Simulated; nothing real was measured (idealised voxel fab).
Process module, titled voxel wiring stack
Xsec cut, 300 nm wide, square cell size 5 nm.
If you're reading a cross-section in this doc, picture square cells in a grid; it comes to you as bands, top ones listed first down to the bottom, and a band can be one or more rows of cells. Basically the band line says how high the top is and how high the bottom is, in nm, and then what's in it from left to right, every material with its width in nm. Empty space shows up as "air", and if a single material carries "throughout" it runs the full band edge to edge. Heights are measured from 0, the level below which the as-received wafer is all one material; the lowest band has no bottom and continues downward, written as in "from 0 down". Think of "30..40" as a width that walks from the first number to the second as you go down the band, top row to bottom row, taking equal-sized steps from row to row. You'll sometimes find "stayed the same" written for a step, and that's the way of saying that nowhere in the cross-section did a cell change during that step. "Closed empty spaces": sealed empty spaces, 8 cells or more, no open way to top, listed width x height at distance, with distance from the left edge and width, height and distance in nm. It should be noted that, on the line of a given step, the content following the step's settings is a remark produced by the simulator itself with respect to that step. For masked steps, "overlay nm" on the step line gives how far right of plan the mask actually lay; a minus sign means it lay to the left.

This section lists the process steps that were planned:
- 1: RECEIVE with material Si
- 2: CONFORMAL_DEP with material SiO2, thk nm 10
- 3: DIRECTIONAL_DEP with material TiN, thk nm 5
- 4: DIRECTIONAL_DEP with material Ru, thk nm 15
- 5: PATTERN with tone cover, mask id METAL_1, material resist, width nm 20, pitch nm 40, thk nm 15, overlay nm 0
- 6: DIRECTIONAL_ETCH with etch materials Ru, depth nm 15
- 7: DIRECTIONAL_ETCH with etch materials TiN, depth nm 5
- 8: STRIP with etch materials resist
- 9: CONFORMAL_DEP with material SiCN, thk nm 5
- 10: FILL_DEP with material SiO2, thk nm 5
- 11: CMP with height nm 30
- 12: CONFORMAL_DEP with material SiCN, thk nm 5
- 13: DIRECTIONAL_DEP with material SiO2, thk nm 15
- 14: DIRECTIONAL_DEP with material aC, thk nm 15
- 15: PATTERN with tone open, mask id PLUG_1, material resist, width nm 15, pitch nm 40, thk nm 30, overlay nm 0
- 16: DIRECTIONAL_ETCH with etch materials aC, depth nm 15
- 17: STRIP with etch materials resist
- 18: DIRECTIONAL_ETCH with etch materials SiO2, depth nm 15
- 19: DIRECTIONAL_ETCH with etch materials SiCN, depth nm 5
- 20: STRIP with etch materials aC
- 21: CONFORMAL_DEP with material TiN, thk nm 5
- 22: FILL_DEP with material Cu, thk nm 5
- 23: CMP with height nm 50
- 24: CONFORMAL_DEP with material SiN, thk nm 5
- 25: DIRECTIONAL_DEP with material lowk, thk nm 20
- 26: DIRECTIONAL_DEP with material aC, thk nm 15
- 27: PATTERN with tone open, mask id METAL_2, material resist, width nm 20, pitch nm 40, thk nm 30, overlay nm 0
- 28: DIRECTIONAL_ETCH with etch materials aC, depth nm 15
- 29: STRIP with etch materials resist
- 30: DIRECTIONAL_ETCH with etch materials lowk, depth nm 20
- 31: DIRECTIONAL_ETCH with etch materials SiN, depth nm 5
- 32: STRIP with etch materials aC
- 33: CONFORMAL_DEP with material TiN, thk nm 5
- 34: FILL_DEP with material Cu, thk nm 5
- 35: CMP with height nm 75
- 36: CONFORMAL_DEP with material SiCN, thk nm 5
- 37: DIRECTIONAL_DEP with material lowk, thk nm 30
- 38: PATTERN with tone open, mask id METAL_3_HOLES, material resist, width nm 15, thk nm 20, overlay nm 0
- 39: DIRECTIONAL_ETCH with etch materials lowk, depth nm 30
- 40: STRIP with etch materials resist
- 41: MASKED_ETCH with tone open, mask id METAL_3, width nm 20, pitch nm 40, etch materials lowk, depth nm 15, overlay nm 0
- 42: MASKED_ETCH with tone open, mask id METAL_3, width nm 20, pitch nm 40, etch materials SiCN, depth nm 5, overlay nm 0
- 43: CONFORMAL_DEP with material TiN, thk nm 5
- 44: FILL_DEP with material Ru, thk nm 5
- 45: CMP with height nm 110
- 46: CONFORMAL_DEP with material SiN, thk nm 5

The first of the two wafers, which ran as planned:

Step 1 complete: cross-section of the wafer as received:
	from 0 down: Si throughout
	Closed empty spaces: none

Presented here is a cross-section of the wafer after step 2 has been performed:
	from 10 to 0: SiO2 throughout
	Whatever lies below 0 is exactly as it was before.

Presented here is a cross-section of the wafer after step 3 has been performed:
	from 15 to 10: TiN throughout
	Whatever lies below 10 is exactly as it was before.

Presented here is a cross-section of the wafer after step 4 has been performed:
	from 30 to 15: Ru throughout
	Whatever lies below 15 is exactly as it was before.

Presented here is a cross-section of the wafer after step 5 has been performed:
	from 45 to 30: air 120 nm, resist 20 nm, air 20 nm, resist 20 nm, air 120 nm
	Whatever lies below 30 is exactly as it was before.

Presented here is a cross-section of the wafer after step 6 has been performed:
	from 45 to 30: air 120 nm, resist 20 nm, air 20 nm, resist 20 nm, air 120 nm
	from 30 to 15: air 120 nm, Ru 20 nm, air 20 nm, Ru 20 nm, air 120 nm
	Whatever lies below 15 is exactly as it was before.

Presented here is a cross-section of the wafer after step 7 has been performed:
	from 45 to 30: air 120 nm, resist 20 nm, air 20 nm, resist 20 nm, air 120 nm
	from 30 to 15: air 120 nm, Ru 20 nm, air 20 nm, Ru 20 nm, air 120 nm
	from 15 to 10: air 120 nm, TiN 20 nm, air 20 nm, TiN 20 nm, air 120 nm
	Whatever lies below 10 is exactly as it was before.

Presented here is a cross-section of the wafer after step 8 has been performed:
	from 30 to 15: air 120 nm, Ru 20 nm, air 20 nm, Ru 20 nm, air 120 nm
	Whatever lies below 15 is exactly as it was before.

Presented here is a cross-section of the wafer after step 9 has been performed:
	from 35 to 30: air 115 nm, SiCN 30 nm, air 10 nm, SiCN 30 nm, air 115 nm
	from 30 to 15: air 115 nm, SiCN 5 nm, Ru 20 nm, SiCN 5 nm, air 10 nm, SiCN 5 nm, Ru 20 nm, SiCN 5 nm, air 115 nm
	from 15 to 10: SiCN 120 nm, TiN 20 nm, SiCN 20 nm, TiN 20 nm, SiCN 120 nm
	Whatever lies below 10 is exactly as it was before.

Presented here is a cross-section of the wafer after step 10 has been performed:
	from 40 to 35: SiO2 throughout
	from 35 to 30: SiO2 115 nm, SiCN 30 nm, SiO2 10 nm, SiCN 30 nm, SiO2 115 nm
	from 30 to 15: SiO2 115 nm, SiCN 5 nm, Ru 20 nm, SiCN 5 nm, SiO2 10 nm, SiCN 5 nm, Ru 20 nm, SiCN 5 nm, SiO2 115 nm
	Whatever lies below 15 is exactly as it was before.

Presented here is a cross-section of the wafer after step 11 has been performed:
	from 30 to 15: SiO2 115 nm, SiCN 5 nm, Ru 20 nm, SiCN 5 nm, SiO2 10 nm, SiCN 5 nm, Ru 20 nm, SiCN 5 nm, SiO2 115 nm
	Whatever lies below 15 is exactly as it was before.

Presented here is a cross-section of the wafer after step 12 has been performed:
	from 35 to 30: SiCN throughout
	Whatever lies below 30 is exactly as it was before.

Presented here is a cross-section of the wafer after step 13 has been performed:
	from 50 to 35: SiO2 throughout
	Whatever lies below 35 is exactly as it was before.

Presented here is a cross-section of the wafer after step 14 has been performed:
	from 65 to 50: aC throughout
	Whatever lies below 50 is exactly as it was before.

Presented here is a cross-section of the wafer after step 15 has been performed:
	from 95 to 65: resist 120 nm, air 15 nm, resist 25 nm, air 15 nm, resist 125 nm
	Whatever lies below 65 is exactly as it was before.

Presented here is a cross-section of the wafer after step 16 has been performed:
	from 80 to 65: resist 120 nm, air 15 nm, resist 25 nm, air 15 nm, resist 125 nm
	from 65 to 50: aC 120 nm, air 15 nm, aC 25 nm, air 15 nm, aC 125 nm
	Whatever lies below 50 is exactly as it was before.

Presented here is a cross-section of the wafer after step 17 has been performed:
	from 65 to 50: aC 120 nm, air 15 nm, aC 25 nm, air 15 nm, aC 125 nm
	Whatever lies below 50 is exactly as it was before.

Presented here is a cross-section of the wafer after step 18 has been performed:
	from 65 to 50: aC 120 nm, air 15 nm, aC 25 nm, air 15 nm, aC 125 nm
	from 50 to 35: SiO2 120 nm, air 15 nm, SiO2 25 nm, air 15 nm, SiO2 125 nm
	Whatever lies below 35 is exactly as it was before.

Presented here is a cross-section of the wafer after step 19 has been performed:
	from 65 to 50: aC 120 nm, air 15 nm, aC 25 nm, air 15 nm, aC 125 nm
	from 50 to 35: SiO2 120 nm, air 15 nm, SiO2 25 nm, air 15 nm, SiO2 125 nm
	from 35 to 30: SiCN 120 nm, air 15 nm, SiCN 25 nm, air 15 nm, SiCN 125 nm
	Whatever lies below 30 is exactly as it was before.

Presented here is a cross-section of the wafer after step 20 has been performed:
	from 50 to 35: SiO2 120 nm, air 15 nm, SiO2 25 nm, air 15 nm, SiO2 125 nm
	Whatever lies below 35 is exactly as it was before.

Presented here is a cross-section of the wafer after step 21 has been performed:
	from 55 to 50: TiN 125 nm, air 5 nm, TiN 35 nm, air 5 nm, TiN 130 nm
	from 50 to 35: SiO2 120 nm, TiN 5 nm, air 5 nm, TiN 5 nm, SiO2 25 nm, TiN 5 nm, air 5 nm, TiN 5 nm, SiO2 125 nm
	from 35 to 30: SiCN 120 nm, TiN 15 nm, SiCN 25 nm, TiN 15 nm, SiCN 125 nm
	Whatever lies below 30 is exactly as it was before.

Presented here is a cross-section of the wafer after step 22 has been performed:
	from 60 to 55: Cu throughout
	from 55 to 50: TiN 125 nm, Cu 5 nm, TiN 35 nm, Cu 5 nm, TiN 130 nm
	from 50 to 35: SiO2 120 nm, TiN 5 nm, Cu 5 nm, TiN 5 nm, SiO2 25 nm, TiN 5 nm, Cu 5 nm, TiN 5 nm, SiO2 125 nm
	Whatever lies below 35 is exactly as it was before.

Presented here is a cross-section of the wafer after step 23 has been performed:
	from 50 to 35: SiO2 120 nm, TiN 5 nm, Cu 5 nm, TiN 5 nm, SiO2 25 nm, TiN 5 nm, Cu 5 nm, TiN 5 nm, SiO2 125 nm
	Whatever lies below 35 is exactly as it was before.

Presented here is a cross-section of the wafer after step 24 has been performed:
	from 55 to 50: SiN throughout
	Whatever lies below 50 is exactly as it was before.

Presented here is a cross-section of the wafer after step 25 has been performed:
	from 75 to 55: lowk throughout
	Whatever lies below 55 is exactly as it was before.

Presented here is a cross-section of the wafer after step 26 has been performed:
	from 90 to 75: aC throughout
	Whatever lies below 75 is exactly as it was before.

Presented here is a cross-section of the wafer after step 27 has been performed:
	from 120 to 90: resist 120 nm, air 20 nm, resist 20 nm, air 20 nm, resist 120 nm
	Whatever lies below 90 is exactly as it was before.

Presented here is a cross-section of the wafer after step 28 has been performed:
	from 105 to 90: resist 120 nm, air 20 nm, resist 20 nm, air 20 nm, resist 120 nm
	from 90 to 75: aC 120 nm, air 20 nm, aC 20 nm, air 20 nm, aC 120 nm
	Whatever lies below 75 is exactly as it was before.

Presented here is a cross-section of the wafer after step 29 has been performed:
	from 90 to 75: aC 120 nm, air 20 nm, aC 20 nm, air 20 nm, aC 120 nm
	Whatever lies below 75 is exactly as it was before.

Presented here is a cross-section of the wafer after step 30 has been performed:
	from 90 to 75: aC 120 nm, air 20 nm, aC 20 nm, air 20 nm, aC 120 nm
	from 75 to 55: lowk 120 nm, air 20 nm, lowk 20 nm, air 20 nm, lowk 120 nm
	Whatever lies below 55 is exactly as it was before.

Presented here is a cross-section of the wafer after step 31 has been performed:
	from 90 to 75: aC 120 nm, air 20 nm, aC 20 nm, air 20 nm, aC 120 nm
	from 75 to 55: lowk 120 nm, air 20 nm, lowk 20 nm, air 20 nm, lowk 120 nm
	from 55 to 50: SiN 120 nm, air 20 nm, SiN 20 nm, air 20 nm, SiN 120 nm
	Whatever lies below 50 is exactly as it was before.

Presented here is a cross-section of the wafer after step 32 has been performed:
	from 75 to 55: lowk 120 nm, air 20 nm, lowk 20 nm, air 20 nm, lowk 120 nm
	Whatever lies below 55 is exactly as it was before.

Presented here is a cross-section of the wafer after step 33 has been performed:
	from 80 to 75: TiN 125 nm, air 10 nm, TiN 30 nm, air 10 nm, TiN 125 nm
	from 75 to 55: lowk 120 nm, TiN 5 nm, air 10 nm, TiN 5 nm, lowk 20 nm, TiN 5 nm, air 10 nm, TiN 5 nm, lowk 120 nm
	from 55 to 50: SiN 120 nm, TiN 20 nm, SiN 20 nm, TiN 20 nm, SiN 120 nm
	Whatever lies below 50 is exactly as it was before.

Presented here is a cross-section of the wafer after step 34 has been performed:
	from 85 to 80: Cu throughout
	from 80 to 75: TiN 125 nm, Cu 10 nm, TiN 30 nm, Cu 10 nm, TiN 125 nm
	from 75 to 55: lowk 120 nm, TiN 5 nm, Cu 10 nm, TiN 5 nm, lowk 20 nm, TiN 5 nm, Cu 10 nm, TiN 5 nm, lowk 120 nm
	Whatever lies below 55 is exactly as it was before.

Presented here is a cross-section of the wafer after step 35 has been performed:
	from 75 to 55: lowk 120 nm, TiN 5 nm, Cu 10 nm, TiN 5 nm, lowk 20 nm, TiN 5 nm, Cu 10 nm, TiN 5 nm, lowk 120 nm
	Whatever lies below 55 is exactly as it was before.

Presented here is a cross-section of the wafer after step 36 has been performed:
	from 80 to 75: SiCN throughout
	Whatever lies below 75 is exactly as it was before.

Presented here is a cross-section of the wafer after step 37 has been performed:
	from 110 to 80: lowk throughout
	Whatever lies below 80 is exactly as it was before.

Presented here is a cross-section of the wafer after step 38 has been performed:
	from 130 to 110: resist 120 nm, air 15 nm, resist 165 nm
	Whatever lies below 110 is exactly as it was before.

Presented here is a cross-section of the wafer after step 39 has been performed:
	from 130 to 110: resist 120 nm, air 15 nm, resist 165 nm
	from 110 to 80: lowk 120 nm, air 15 nm, lowk 165 nm
	Whatever lies below 80 is exactly as it was before.

Presented here is a cross-section of the wafer after step 40 has been performed:
	from 110 to 80: lowk 120 nm, air 15 nm, lowk 165 nm
	Whatever lies below 80 is exactly as it was before.

Presented here is a cross-section of the wafer after step 41 has been performed:
	from 110 to 95: lowk 120 nm, air 20 nm, lowk 20 nm, air 20 nm, lowk 120 nm
	Whatever lies below 95 is exactly as it was before.

Presented here is a cross-section of the wafer after step 42 has been performed:
	from 110 to 95: lowk 120 nm, air 20 nm, lowk 20 nm, air 20 nm, lowk 120 nm
	from 95 to 80: lowk 120 nm, air 15 nm, lowk 165 nm
	from 80 to 75: SiCN 120 nm, air 15 nm, SiCN 165 nm
	Whatever lies below 75 is exactly as it was before.

Presented here is a cross-section of the wafer after step 43 has been performed:
	from 115 to 110: TiN 125 nm, air 10 nm, TiN 30 nm, air 10 nm, TiN 125 nm
	from 110 to 100: lowk 120 nm, TiN 5 nm, air 10 nm, TiN 5 nm, lowk 20 nm, TiN 5 nm, air 10 nm, TiN 5 nm, lowk 120 nm
	from 100 to 95: lowk 120 nm, TiN 5 nm, air 5 nm, TiN 10 nm, lowk 20 nm, TiN 20 nm, lowk 120 nm
	from 95 to 80: lowk 120 nm, TiN 5 nm, air 5 nm, TiN 5 nm, lowk 165 nm
	from 80 to 75: SiCN 120 nm, TiN 15 nm, SiCN 165 nm
	Whatever lies below 75 is exactly as it was before.

Presented here is a cross-section of the wafer after step 44 has been performed:
	from 120 to 115: Ru throughout
	from 115 to 110: TiN 125 nm, Ru 10 nm, TiN 30 nm, Ru 10 nm, TiN 125 nm
	from 110 to 100: lowk 120 nm, TiN 5 nm, Ru 10 nm, TiN 5 nm, lowk 20 nm, TiN 5 nm, Ru 10 nm, TiN 5 nm, lowk 120 nm
	from 100 to 95: lowk 120 nm, TiN 5 nm, Ru 5 nm, TiN 10 nm, lowk 20 nm, TiN 20 nm, lowk 120 nm
	from 95 to 80: lowk 120 nm, TiN 5 nm, Ru 5 nm, TiN 5 nm, lowk 165 nm
	Whatever lies below 80 is exactly as it was before.

Presented here is a cross-section of the wafer after step 45 has been performed:
	from 110 to 100: lowk 120 nm, TiN 5 nm, Ru 10 nm, TiN 5 nm, lowk 20 nm, TiN 5 nm, Ru 10 nm, TiN 5 nm, lowk 120 nm
	Whatever lies below 100 is exactly as it was before.

Presented here is a cross-section of the wafer after step 46 has been performed:
	from 115 to 110: SiN throughout
	Whatever lies below 110 is exactly as it was before.

Regarding the second of the two wafers: it shared the first wafer's starting condition and process plan, yet one error occurred during its execution. Its history coincides with that of the first wafer up to and including step 35:

Second wafer at the planned finish of step 36, seen in cross-section:
	from 105 to 75: lowk throughout
	Whatever lies below 75 is exactly as it was before.

Second wafer at the planned finish of step 37, seen in cross-section:
	from 110 to 105: SiCN throughout
	Whatever lies below 105 is exactly as it was before.

Second wafer at the planned finish of step 38, seen in cross-section:
	from 130 to 110: resist 120 nm, air 15 nm, resist 165 nm
	Whatever lies below 110 is exactly as it was before.

Second wafer at the planned finish of step 39, seen in cross-section: stayed the same

Second wafer at the planned finish of step 40, seen in cross-section:
	from 110 to 105: SiCN throughout
	Whatever lies below 105 is exactly as it was before.

Second wafer at the planned finish of step 41, seen in cross-section: stayed the same

Second wafer at the planned finish of step 42, seen in cross-section:
	from 110 to 105: SiCN 120 nm, air 20 nm, SiCN 20 nm, air 20 nm, SiCN 120 nm
	Whatever lies below 105 is exactly as it was before.

Second wafer at the planned finish of step 43, seen in cross-section:
	from 115 to 110: TiN 125 nm, air 10 nm, TiN 30 nm, air 10 nm, TiN 125 nm
	from 110 to 105: SiCN 120 nm, TiN 20 nm, SiCN 20 nm, TiN 20 nm, SiCN 120 nm
	Whatever lies below 105 is exactly as it was before.

Second wafer at the planned finish of step 44, seen in cross-section:
	from 120 to 115: Ru throughout
	from 115 to 110: TiN 125 nm, Ru 10 nm, TiN 30 nm, Ru 10 nm, TiN 125 nm
	Whatever lies below 110 is exactly as it was before.

Second wafer at the planned finish of step 45, seen in cross-section:
	from 110 to 105: SiCN 120 nm, TiN 20 nm, SiCN 20 nm, TiN 20 nm, SiCN 120 nm
	Whatever lies below 105 is exactly as it was before.

Second wafer at the planned finish of step 46, seen in cross-section:
	from 115 to 110: SiN throughout
	Whatever lies below 110 is exactly as it was before.
Misprocessing identified: step 37 occupied the plan position of step 36, and the converse holds as well
Per the end-of-run cell counts, the second wafer holds more or fewer of some materials than the first: Ru -12 | SiCN -5 | TiN -16 | lowk +33
